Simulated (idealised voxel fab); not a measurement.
Process module heading - voxel capacitor over wiring
cross-section cut | 185 nm wide | cells 5 nm
Throughout this document, each cross-section is represented as a grid of square cells and is presented as a sequence of bands enumerated from the top downward, where a band comprises one or more rows of cells.
Heads up on the band format: heights come first, top then bottom, in nm. After that it's the materials left to right, each with its width in nm. A single material flagged "edge to edge" fills the whole band edge to edge, and "blank" means there's empty space there.
Convention: height 0 is the level below which the wafer, as received, is all one material. The lowest band does not terminate at the bottom but continues downward, represented as "0 and below".
When a width is written as two numbers, as in "30->40", the first number is the width in the top row of cells of the band and the second is the width in its bottom row, and the width changes by the same amount from each row to the next.
The designation "all unchanged", where it is given for a processing step, indicates that no cell of the cross-section was altered in the course of that step.
The label "Fully enclosed voids" introduces a list of the empty spaces, 8 cells or larger, that have no open way up to the top; each entry in it reads width x height at distance, where the distance is taken from the left edge and all three are stated in nm.
after a step's settings: what the simulator itself notes on the step
overlay nm: how far to the right of its planned place the mask lay on this masked step (negative: to the left).
INTENDED PROCESS STEPS
1 RECEIVE: material Si
2 CONFORMAL_DEP: material SiO2, thk nm 10
3 DIRECTIONAL_DEP: material TiN, thk nm 5
4 DIRECTIONAL_DEP: material Ru, thk nm 15
5 PATTERN: tone cover, mask id METAL_1, material resist, width nm 20, pitch nm 80, thk nm 15, overlay nm 0
6 DIRECTIONAL_ETCH: etch materials Ru, depth nm 15
7 DIRECTIONAL_ETCH: etch materials TiN, depth nm 5
8 STRIP: etch materials resist
9 FILL_DEP: material lowk, thk nm 10
10 CMP: height nm 30
11 CONFORMAL_DEP: material SiCN, thk nm 5
12 DIRECTIONAL_DEP: material SiO2, thk nm 10
13 DIRECTIONAL_DEP: material aC, thk nm 10
14 PATTERN: tone open, mask id PLUG_1, material resist, width nm 15, thk nm 30, overlay nm 0
15 DIRECTIONAL_ETCH: etch materials aC, depth nm 10
16 STRIP: etch materials resist
17 DIRECTIONAL_ETCH: etch materials SiO2, depth nm 10
18 DIRECTIONAL_ETCH: etch materials SiCN, depth nm 5
19 STRIP: etch materials aC
20 EPI: material Ru, thk nm 10
21 EPI: material Ru, thk nm 5
22 DIRECTIONAL_DEP: material TiN, thk nm 5
23 DIRECTIONAL_DEP: material SiN, thk nm 5
24 DIRECTIONAL_DEP: material TiN, thk nm 10
25 DIRECTIONAL_DEP: material aC, thk nm 15
26 PATTERN: tone cover, mask id UPPER_PLATE, material resist, width nm 65, thk nm 30, overlay nm 0
27 DIRECTIONAL_ETCH: etch materials aC, depth nm 15
28 STRIP: etch materials resist
29 DIRECTIONAL_ETCH: etch materials TiN, depth nm 10
30 DIRECTIONAL_ETCH: etch materials SiN, depth nm 5
31 STRIP: etch materials aC
32 PATTERN: tone cover, mask id LOWER_PLATE, material resist, width nm 75, thk nm 15, overlay nm 0
33 DIRECTIONAL_ETCH: etch materials TiN, depth nm 5
34 STRIP: etch materials resist
35 FILL_DEP: material SiO2, thk nm 20
36 CMP: height nm 80
37 PATTERN: tone open, mask id PLUG_2, material resist, width nm 15, thk nm 15, overlay nm 0
38 DIRECTIONAL_ETCH: etch materials SiO2, depth nm 15
39 STRIP: etch materials resist
40 CONFORMAL_DEP: material TiN, thk nm 5
41 FILL_DEP: material W, thk nm 5
42 CMP: height nm 80
43 CONFORMAL_DEP: material SiN, thk nm 5
THE FIRST WAFER OF TWO, PROCESSED AS PLANNED
DELIVERED WAFER IN CROSS-SECTION: STATE AFTER STEP 1
- 0 and below: Si edge to edge
- Fully enclosed voids: none
SECTIONAL VIEW: WAFER, AFTER STEP 2
- 10 down to 0: SiO2 edge to edge
- For the remainder of the cross-section, below 0, there is no change.
SECTIONAL VIEW: WAFER, AFTER STEP 3
- 15 down to 10: TiN edge to edge
- For the remainder of the cross-section, below 10, there is no change.
SECTIONAL VIEW: WAFER, AFTER STEP 4
- 30 down to 15: Ru edge to edge
- For the remainder of the cross-section, below 15, there is no change.
SECTIONAL VIEW: WAFER, AFTER STEP 5
- 45 down to 30: 40 blank / 20 resist / 60 blank / 20 resist / 45 blank
- For the remainder of the cross-section, below 30, there is no change.
SECTIONAL VIEW: WAFER, AFTER STEP 6
- 45 down to 30: 40 blank / 20 resist / 60 blank / 20 resist / 45 blank
- 30 down to 15: 40 blank / 20 Ru / 60 blank / 20 Ru / 45 blank
- For the remainder of the cross-section, below 15, there is no change.
SECTIONAL VIEW: WAFER, AFTER STEP 7
- 45 down to 30: 40 blank / 20 resist / 60 blank / 20 resist / 45 blank
- 30 down to 15: 40 blank / 20 Ru / 60 blank / 20 Ru / 45 blank
- 15 down to 10: 40 blank / 20 TiN / 60 blank / 20 TiN / 45 blank
- For the remainder of the cross-section, below 10, there is no change.
SECTIONAL VIEW: WAFER, AFTER STEP 8
- 30 down to 15: 40 blank / 20 Ru / 60 blank / 20 Ru / 45 blank
- For the remainder of the cross-section, below 15, there is no change.
SECTIONAL VIEW: WAFER, AFTER STEP 9
- 40 down to 30: lowk edge to edge
- 30 down to 15: 40 lowk / 20 Ru / 60 lowk / 20 Ru / 45 lowk
- 15 down to 10: 40 lowk / 20 TiN / 60 lowk / 20 TiN / 45 lowk
- For the remainder of the cross-section, below 10, there is no change.
SECTIONAL VIEW: WAFER, AFTER STEP 10
- 30 down to 15: 40 lowk / 20 Ru / 60 lowk / 20 Ru / 45 lowk
- For the remainder of the cross-section, below 15, there is no change.
SECTIONAL VIEW: WAFER, AFTER STEP 11
- 35 down to 30: SiCN edge to edge
- For the remainder of the cross-section, below 30, there is no change.
SECTIONAL VIEW: WAFER, AFTER STEP 12
- 45 down to 35: SiO2 edge to edge
- For the remainder of the cross-section, below 35, there is no change.
SECTIONAL VIEW: WAFER, AFTER STEP 13
- 55 down to 45: aC edge to edge
- For the remainder of the cross-section, below 45, there is no change.
SECTIONAL VIEW: WAFER, AFTER STEP 14
- 85 down to 55: 45 resist / 15 blank / 125 resist
- For the remainder of the cross-section, below 55, there is no change.
SECTIONAL VIEW: WAFER, AFTER STEP 15
- 75 down to 55: 45 resist / 15 blank / 125 resist
- 55 down to 45: 45 aC / 15 blank / 125 aC
- For the remainder of the cross-section, below 45, there is no change.
SECTIONAL VIEW: WAFER, AFTER STEP 16
- 55 down to 45: 45 aC / 15 blank / 125 aC
- For the remainder of the cross-section, below 45, there is no change.
SECTIONAL VIEW: WAFER, AFTER STEP 17
- 55 down to 45: 45 aC / 15 blank / 125 aC
- 45 down to 35: 45 SiO2 / 15 blank / 125 SiO2
- For the remainder of the cross-section, below 35, there is no change.
SECTIONAL VIEW: WAFER, AFTER STEP 18
- 55 down to 45: 45 aC / 15 blank / 125 aC
- 45 down to 35: 45 SiO2 / 15 blank / 125 SiO2
- 35 down to 30: 45 SiCN / 15 blank / 125 SiCN
- For the remainder of the cross-section, below 30, there is no change.
SECTIONAL VIEW: WAFER, AFTER STEP 19
- 45 down to 35: 45 SiO2 / 15 blank / 125 SiO2
- For the remainder of the cross-section, below 35, there is no change.
SECTIONAL VIEW: WAFER, AFTER STEP 20
- 45 down to 40: 45 SiO2 / 15 blank / 125 SiO2
- 40 down to 35: 45 SiO2 / 15 Ru / 125 SiO2
- 35 down to 30: 45 SiCN / 15 Ru / 125 SiCN
- For the remainder of the cross-section, below 30, there is no change.
SECTIONAL VIEW: WAFER, AFTER STEP 21
- 45 down to 35: 45 SiO2 / 15 Ru / 125 SiO2
- For the remainder of the cross-section, below 35, there is no change.
SECTIONAL VIEW: WAFER, AFTER STEP 22
- 50 down to 45: TiN edge to edge
- For the remainder of the cross-section, below 45, there is no change.
SECTIONAL VIEW: WAFER, AFTER STEP 23
- 55 down to 50: SiN edge to edge
- For the remainder of the cross-section, below 50, there is no change.
SECTIONAL VIEW: WAFER, AFTER STEP 24
- 65 down to 55: TiN edge to edge
- For the remainder of the cross-section, below 55, there is no change.
SECTIONAL VIEW: WAFER, AFTER STEP 25
- 80 down to 65: aC edge to edge
- For the remainder of the cross-section, below 65, there is no change.
SECTIONAL VIEW: WAFER, AFTER STEP 26
- 110 down to 80: 45 blank / 65 resist / 75 blank
- For the remainder of the cross-section, below 80, there is no change.
SECTIONAL VIEW: WAFER, AFTER STEP 27
- 95 down to 80: 45 blank / 65 resist / 75 blank
- 80 down to 65: 45 blank / 65 aC / 75 blank
- For the remainder of the cross-section, below 65, there is no change.
SECTIONAL VIEW: WAFER, AFTER STEP 28
- 80 down to 65: 45 blank / 65 aC / 75 blank
- For the remainder of the cross-section, below 65, there is no change.
SECTIONAL VIEW: WAFER, AFTER STEP 29
- 80 down to 65: 45 blank / 65 aC / 75 blank
- 65 down to 55: 45 blank / 65 TiN / 75 blank
- For the remainder of the cross-section, below 55, there is no change.
SECTIONAL VIEW: WAFER, AFTER STEP 30
- 80 down to 65: 45 blank / 65 aC / 75 blank
- 65 down to 55: 45 blank / 65 TiN / 75 blank
- 55 down to 50: 45 blank / 65 SiN / 75 blank
- For the remainder of the cross-section, below 50, there is no change.
SECTIONAL VIEW: WAFER, AFTER STEP 31
- 65 down to 55: 45 blank / 65 TiN / 75 blank
- For the remainder of the cross-section, below 55, there is no change.
SECTIONAL VIEW: WAFER, AFTER STEP 32
- 80 down to 65: 40 blank / 75 resist / 70 blank
- 65 down to 55: 40 blank / 5 resist / 65 TiN / 5 resist / 70 blank
- 55 down to 50: 40 blank / 5 resist / 65 SiN / 5 resist / 70 blank
- For the remainder of the cross-section, below 50, there is no change.
SECTIONAL VIEW: WAFER, AFTER STEP 33
- 80 down to 65: 40 blank / 75 resist / 70 blank
- 65 down to 55: 40 blank / 5 resist / 65 TiN / 5 resist / 70 blank
- 55 down to 50: 40 blank / 5 resist / 65 SiN / 5 resist / 70 blank
- 50 down to 45: 40 blank / 75 TiN / 70 blank
- For the remainder of the cross-section, below 45, there is no change.
SECTIONAL VIEW: WAFER, AFTER STEP 34
- 65 down to 55: 45 blank / 65 TiN / 75 blank
- 55 down to 50: 45 blank / 65 SiN / 75 blank
- For the remainder of the cross-section, below 50, there is no change.
SECTIONAL VIEW: WAFER, AFTER STEP 35
- 85 down to 65: SiO2 edge to edge
- 65 down to 55: 45 SiO2 / 65 TiN / 75 SiO2
- 55 down to 50: 45 SiO2 / 65 SiN / 75 SiO2
- 50 down to 45: 40 SiO2 / 75 TiN / 70 SiO2
- For the remainder of the cross-section, below 45, there is no change.
SECTIONAL VIEW: WAFER, AFTER STEP 36
- 80 down to 65: SiO2 edge to edge
- For the remainder of the cross-section, below 65, there is no change.
SECTIONAL VIEW: WAFER, AFTER STEP 37
- 95 down to 80: 55 resist / 15 blank / 115 resist
- For the remainder of the cross-section, below 80, there is no change.
SECTIONAL VIEW: WAFER, AFTER STEP 38
- 95 down to 80: 55 resist / 15 blank / 115 resist
- 80 down to 65: 55 SiO2 / 15 blank / 115 SiO2
- For the remainder of the cross-section, below 65, there is no change.
SECTIONAL VIEW: WAFER, AFTER STEP 39
- 80 down to 65: 55 SiO2 / 15 blank / 115 SiO2
- For the remainder of the cross-section, below 65, there is no change.
SECTIONAL VIEW: WAFER, AFTER STEP 40
- 85 down to 80: 60 TiN / 5 blank / 120 TiN
- 80 down to 70: 55 SiO2 / 5 TiN / 5 blank / 5 TiN / 115 SiO2
- 70 down to 65: 55 SiO2 / 15 TiN / 115 SiO2
- For the remainder of the cross-section, below 65, there is no change.
SECTIONAL VIEW: WAFER, AFTER STEP 41
- 90 down to 85: W edge to edge
- 85 down to 80: 60 TiN / 5 W / 120 TiN
- 80 down to 70: 55 SiO2 / 5 TiN / 5 W / 5 TiN / 115 SiO2
- For the remainder of the cross-section, below 70, there is no change.
SECTIONAL VIEW: WAFER, AFTER STEP 42
- 80 down to 70: 55 SiO2 / 5 TiN / 5 W / 5 TiN / 115 SiO2
- For the remainder of the cross-section, below 70, there is no change.
SECTIONAL VIEW: WAFER, AFTER STEP 43
- 85 down to 80: SiN edge to edge
- For the remainder of the cross-section, below 80, there is no change.
THE REMAINING WAFER, SECOND OF THE TWO, STARTED LIKE THE FIRST AND WAS RUN TO THE SAME PLAN, EXCEPT THAT ONE MISTAKE WAS MADE ALONG THE WAY; THE TWO COINCIDE THROUGH STEP 2, INCLUSIVE
Cross-section of the second wafer when, according to plan, step 3 should have finished: all unchanged
CROSS-SECTION OF THE SECOND WAFER WHEN, ACCORDING TO PLAN, STEP 4 SHOULD HAVE FINISHED
- 25 down to 10: Ru edge to edge
- For the remainder of the cross-section, below 10, there is no change.
CROSS-SECTION OF THE SECOND WAFER WHEN, ACCORDING TO PLAN, STEP 5 SHOULD HAVE FINISHED
- 40 down to 25: 40 blank / 20 resist / 60 blank / 20 resist / 45 blank
- For the remainder of the cross-section, below 25, there is no change.
CROSS-SECTION OF THE SECOND WAFER WHEN, ACCORDING TO PLAN, STEP 6 SHOULD HAVE FINISHED
- 40 down to 25: 40 blank / 20 resist / 60 blank / 20 resist / 45 blank
- 25 down to 10: 40 blank / 20 Ru / 60 blank / 20 Ru / 45 blank
- For the remainder of the cross-section, below 10, there is no change.
Cross-section of the second wafer when, according to plan, step 7 should have finished: all unchanged
CROSS-SECTION OF THE SECOND WAFER WHEN, ACCORDING TO PLAN, STEP 8 SHOULD HAVE FINISHED
- 25 down to 10: 40 blank / 20 Ru / 60 blank / 20 Ru / 45 blank
- For the remainder of the cross-section, below 10, there is no change.
CROSS-SECTION OF THE SECOND WAFER WHEN, ACCORDING TO PLAN, STEP 9 SHOULD HAVE FINISHED
- 35 down to 25: lowk edge to edge
- 25 down to 10: 40 lowk / 20 Ru / 60 lowk / 20 Ru / 45 lowk
- For the remainder of the cross-section, below 10, there is no change.
CROSS-SECTION OF THE SECOND WAFER WHEN, ACCORDING TO PLAN, STEP 10 SHOULD HAVE FINISHED
- 30 down to 25: lowk edge to edge
- For the remainder of the cross-section, below 25, there is no change.
CROSS-SECTION OF THE SECOND WAFER WHEN, ACCORDING TO PLAN, STEP 11 SHOULD HAVE FINISHED
- 35 down to 30: SiCN edge to edge
- For the remainder of the cross-section, below 30, there is no change.
CROSS-SECTION OF THE SECOND WAFER WHEN, ACCORDING TO PLAN, STEP 12 SHOULD HAVE FINISHED
- 45 down to 35: SiO2 edge to edge
- For the remainder of the cross-section, below 35, there is no change.
CROSS-SECTION OF THE SECOND WAFER WHEN, ACCORDING TO PLAN, STEP 13 SHOULD HAVE FINISHED
- 55 down to 45: aC edge to edge
- For the remainder of the cross-section, below 45, there is no change.
CROSS-SECTION OF THE SECOND WAFER WHEN, ACCORDING TO PLAN, STEP 14 SHOULD HAVE FINISHED
- 85 down to 55: 45 resist / 15 blank / 125 resist
- For the remainder of the cross-section, below 55, there is no change.
CROSS-SECTION OF THE SECOND WAFER WHEN, ACCORDING TO PLAN, STEP 15 SHOULD HAVE FINISHED
- 75 down to 55: 45 resist / 15 blank / 125 resist
- 55 down to 45: 45 aC / 15 blank / 125 aC
- For the remainder of the cross-section, below 45, there is no change.
CROSS-SECTION OF THE SECOND WAFER WHEN, ACCORDING TO PLAN, STEP 16 SHOULD HAVE FINISHED
- 55 down to 45: 45 aC / 15 blank / 125 aC
- For the remainder of the cross-section, below 45, there is no change.
CROSS-SECTION OF THE SECOND WAFER WHEN, ACCORDING TO PLAN, STEP 17 SHOULD HAVE FINISHED
- 55 down to 45: 45 aC / 15 blank / 125 aC
- 45 down to 35: 45 SiO2 / 15 blank / 125 SiO2
- For the remainder of the cross-section, below 35, there is no change.
CROSS-SECTION OF THE SECOND WAFER WHEN, ACCORDING TO PLAN, STEP 18 SHOULD HAVE FINISHED
- 55 down to 45: 45 aC / 15 blank / 125 aC
- 45 down to 35: 45 SiO2 / 15 blank / 125 SiO2
- 35 down to 30: 45 SiCN / 15 blank / 125 SiCN
- For the remainder of the cross-section, below 30, there is no change.
CROSS-SECTION OF THE SECOND WAFER WHEN, ACCORDING TO PLAN, STEP 19 SHOULD HAVE FINISHED
- 45 down to 35: 45 SiO2 / 15 blank / 125 SiO2
- For the remainder of the cross-section, below 35, there is no change.
Cross-section of the second wafer when, according to plan, step 20 should have finished: all unchanged
Cross-section of the second wafer when, according to plan, step 21 should have finished: all unchanged
CROSS-SECTION OF THE SECOND WAFER WHEN, ACCORDING TO PLAN, STEP 22 SHOULD HAVE FINISHED
- 50 down to 45: 45 TiN / 15 blank / 125 TiN
- 45 down to 35: 45 SiO2 / 15 blank / 125 SiO2
- 35 down to 30: 45 SiCN / 15 TiN / 125 SiCN
- For the remainder of the cross-section, below 30, there is no change.
CROSS-SECTION OF THE SECOND WAFER WHEN, ACCORDING TO PLAN, STEP 23 SHOULD HAVE FINISHED
- 55 down to 50: 45 SiN / 15 blank / 125 SiN
- 50 down to 45: 45 TiN / 15 blank / 125 TiN
- 45 down to 40: 45 SiO2 / 15 blank / 125 SiO2
- 40 down to 35: 45 SiO2 / 15 SiN / 125 SiO2
- For the remainder of the cross-section, below 35, there is no change.
CROSS-SECTION OF THE SECOND WAFER WHEN, ACCORDING TO PLAN, STEP 24 SHOULD HAVE FINISHED
- 65 down to 55: 45 TiN / 15 blank / 125 TiN
- 55 down to 50: 45 SiN / 15 blank / 125 SiN
- 50 down to 45: TiN edge to edge
- 45 down to 40: 45 SiO2 / 15 TiN / 125 SiO2
- For the remainder of the cross-section, below 40, there is no change.
CROSS-SECTION OF THE SECOND WAFER WHEN, ACCORDING TO PLAN, STEP 25 SHOULD HAVE FINISHED
- 80 down to 65: 45 aC / 15 blank / 125 aC
- 65 down to 55: 45 TiN / 15 aC / 125 TiN
- 55 down to 50: 45 SiN / 15 aC / 125 SiN
- For the remainder of the cross-section, below 50, there is no change.
CROSS-SECTION OF THE SECOND WAFER WHEN, ACCORDING TO PLAN, STEP 26 SHOULD HAVE FINISHED
- 110 down to 80: 45 blank / 65 resist / 75 blank
- 80 down to 65: 45 aC / 15 resist / 125 aC
- For the remainder of the cross-section, below 65, there is no change.
CROSS-SECTION OF THE SECOND WAFER WHEN, ACCORDING TO PLAN, STEP 27 SHOULD HAVE FINISHED
- 95 down to 80: 45 blank / 65 resist / 75 blank
- 80 down to 65: 45 blank / 15 resist / 50 aC / 75 blank
- For the remainder of the cross-section, below 65, there is no change.
CROSS-SECTION OF THE SECOND WAFER WHEN, ACCORDING TO PLAN, STEP 28 SHOULD HAVE FINISHED
- 80 down to 65: 60 blank / 50 aC / 75 blank
- For the remainder of the cross-section, below 65, there is no change.
CROSS-SECTION OF THE SECOND WAFER WHEN, ACCORDING TO PLAN, STEP 29 SHOULD HAVE FINISHED
- 80 down to 65: 60 blank / 50 aC / 75 blank
- 65 down to 55: 45 blank / 15 aC / 50 TiN / 75 blank
- For the remainder of the cross-section, below 55, there is no change.
CROSS-SECTION OF THE SECOND WAFER WHEN, ACCORDING TO PLAN, STEP 30 SHOULD HAVE FINISHED
- 80 down to 65: 60 blank / 50 aC / 75 blank
- 65 down to 55: 45 blank / 15 aC / 50 TiN / 75 blank
- 55 down to 50: 45 blank / 15 aC / 50 SiN / 75 blank
- For the remainder of the cross-section, below 50, there is no change.
CROSS-SECTION OF THE SECOND WAFER WHEN, ACCORDING TO PLAN, STEP 31 SHOULD HAVE FINISHED
- 65 down to 55: 60 blank / 50 TiN / 75 blank
- 55 down to 50: 60 blank / 50 SiN / 75 blank
- For the remainder of the cross-section, below 50, there is no change.
CROSS-SECTION OF THE SECOND WAFER WHEN, ACCORDING TO PLAN, STEP 32 SHOULD HAVE FINISHED
- 80 down to 65: 40 blank / 75 resist / 70 blank
- 65 down to 55: 40 blank / 20 resist / 50 TiN / 5 resist / 70 blank
- 55 down to 50: 40 blank / 20 resist / 50 SiN / 5 resist / 70 blank
- For the remainder of the cross-section, below 50, there is no change.
CROSS-SECTION OF THE SECOND WAFER WHEN, ACCORDING TO PLAN, STEP 33 SHOULD HAVE FINISHED
- 80 down to 65: 40 blank / 75 resist / 70 blank
- 65 down to 55: 40 blank / 20 resist / 50 TiN / 5 resist / 70 blank
- 55 down to 50: 40 blank / 20 resist / 50 SiN / 5 resist / 70 blank
- 50 down to 45: 40 blank / 75 TiN / 70 blank
- For the remainder of the cross-section, below 45, there is no change.
CROSS-SECTION OF THE SECOND WAFER WHEN, ACCORDING TO PLAN, STEP 34 SHOULD HAVE FINISHED
- 65 down to 55: 60 blank / 50 TiN / 75 blank
- 55 down to 50: 60 blank / 50 SiN / 75 blank
- For the remainder of the cross-section, below 50, there is no change.
CROSS-SECTION OF THE SECOND WAFER WHEN, ACCORDING TO PLAN, STEP 35 SHOULD HAVE FINISHED
- 85 down to 65: SiO2 edge to edge
- 65 down to 55: 60 SiO2 / 50 TiN / 75 SiO2
- 55 down to 50: 60 SiO2 / 50 SiN / 75 SiO2
- 50 down to 40: 40->45 SiO2 / 75->15 TiN / 70->125 SiO2
- For the remainder of the cross-section, below 40, there is no change.
CROSS-SECTION OF THE SECOND WAFER WHEN, ACCORDING TO PLAN, STEP 36 SHOULD HAVE FINISHED
- 80 down to 65: SiO2 edge to edge
- For the remainder of the cross-section, below 65, there is no change.
CROSS-SECTION OF THE SECOND WAFER WHEN, ACCORDING TO PLAN, STEP 37 SHOULD HAVE FINISHED
- 95 down to 80: 55 resist / 15 blank / 115 resist
- For the remainder of the cross-section, below 80, there is no change.
CROSS-SECTION OF THE SECOND WAFER WHEN, ACCORDING TO PLAN, STEP 38 SHOULD HAVE FINISHED
- 95 down to 80: 55 resist / 15 blank / 115 resist
- 80 down to 65: 55 SiO2 / 15 blank / 115 SiO2
- For the remainder of the cross-section, below 65, there is no change.
CROSS-SECTION OF THE SECOND WAFER WHEN, ACCORDING TO PLAN, STEP 39 SHOULD HAVE FINISHED
- 80 down to 65: 55 SiO2 / 15 blank / 115 SiO2
- For the remainder of the cross-section, below 65, there is no change.
CROSS-SECTION OF THE SECOND WAFER WHEN, ACCORDING TO PLAN, STEP 40 SHOULD HAVE FINISHED
- 85 down to 80: 60 TiN / 5 blank / 120 TiN
- 80 down to 70: 55 SiO2 / 5 TiN / 5 blank / 5 TiN / 115 SiO2
- 70 down to 65: 55 SiO2 / 15 TiN / 115 SiO2
- For the remainder of the cross-section, below 65, there is no change.
CROSS-SECTION OF THE SECOND WAFER WHEN, ACCORDING TO PLAN, STEP 41 SHOULD HAVE FINISHED
- 90 down to 85: W edge to edge
- 85 down to 80: 60 TiN / 5 W / 120 TiN
- 80 down to 70: 55 SiO2 / 5 TiN / 5 W / 5 TiN / 115 SiO2
- For the remainder of the cross-section, below 70, there is no change.
CROSS-SECTION OF THE SECOND WAFER WHEN, ACCORDING TO PLAN, STEP 42 SHOULD HAVE FINISHED
- 80 down to 70: 55 SiO2 / 5 TiN / 5 W / 5 TiN / 115 SiO2
- For the remainder of the cross-section, below 70, there is no change.
CROSS-SECTION OF THE SECOND WAFER WHEN, ACCORDING TO PLAN, STEP 43 SHOULD HAVE FINISHED
- 85 down to 80: SiN edge to edge
- For the remainder of the cross-section, below 80, there is no change.
Short version of what went wrong: step 3 in the plan did not get run; it was skipped
Materials where the second wafer ends with more or fewer cells than the first: 9 fewer of Ru | 9 more of SiO2 | 8 fewer of TiN | 8 more of lowk
